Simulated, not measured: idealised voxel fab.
Module name: voxel released beams (process module)
Square cell edge 5 nm, section width 155 nm, ID cut.
Cross-section format: a grid of square cells, given as bands from top to bottom; each band is one or more rows of cells.
It is stipulated that each band's entry specify, in nanometres, the height of the top of the band and then that of its bottom, followed by the materials of the band in left-to-right sequence, each together with its width in nanometres. A single material marked by the word "everywhere" is understood to fill the band from edge to edge; the word "blank" is understood to denote empty space.
Where do heights start? At 0: under that level the wafer as delivered is made of one material only. And the lowest band has no floor; it just carries on downward, as in "0 down".
Graded width ("30->40"): value in top row of band = first number; value in bottom row = second number; row-to-row change constant.
The designation "nothing was modified", where it is given for a processing step, indicates that no cell of the cross-section was altered in the course of that step.
Heads up: "closed voids" only lists the empty pockets with no open path to the top that are 8 cells or more, and it writes them as width x height at distance, distance from the left edge, in nm.
If you see something after the settings on a step's line, that's the simulator's own remark about that step.
Regarding "overlay nm": on a step with a mask, it is the distance the mask lay to the right of its planned place; a negative value places it to the left.
These are the steps we planned for the process
- 1: op RECEIVE | material Si
- 2: op CONFORMAL_DEP | material SiN | thk nm 10
- 3: op DIRECTIONAL_DEP | material SiO2 | thk nm 20
- 4: op PATTERN | tone open | mask id ANCHOR | material resist | width nm 45 | thk nm 20 | overlay nm 0
- 5: op DIRECTIONAL_ETCH | etch materials SiO2 | depth nm 20
- 6: op STRIP | etch materials resist
- 7: op CONFORMAL_DEP | material TiN | thk nm 15
- 8: op MASKED_ETCH | tone cover | mask id BEAM | width nm 110 | etch materials TiN | depth nm 15 | overlay nm 0
- 9: op STRIP | etch materials SiO2
Wafer as received: cross-section following step 1
  0 down | Si everywhere
  closed voids: none
Cross-section taken at module completion on the first of two wafers; processed per the plan
  45 to 30 | blank: 20, TiN: 20, blank: 15, TiN: 75, blank: 25
  30 to 25 | blank: 25, TiN: 15, blank: 15, TiN: 15, blank: 85
  25 to 10 | blank: 25, TiN: 45, blank: 85
  10 to 0 | SiN everywhere
  0 down | Si everywhere
  closed voids: none
Cross-section of the latter of the two wafers at module completion. It had an identical start and an identical plan to the former; in running it, one mistake was made
  30 to 10 | blank: 25, TiN: 15, blank: 15, TiN: 15, blank: 85
  10 to 0 | SiN everywhere
  0 down | Si everywhere
  closed voids: none
What was done differently from what was planned? it should be noted that step 8 was executed with settings other than those planned, the operation and settings actually applied being op MASKED_ETCH | tone open | mask id BEAM | width nm 110 | etch materials TiN | depth nm 15 | overlay nm 0
Looking at both finished wafers in cells, the second ends up ahead of or behind the first on some materials: 66 fewer of TiN
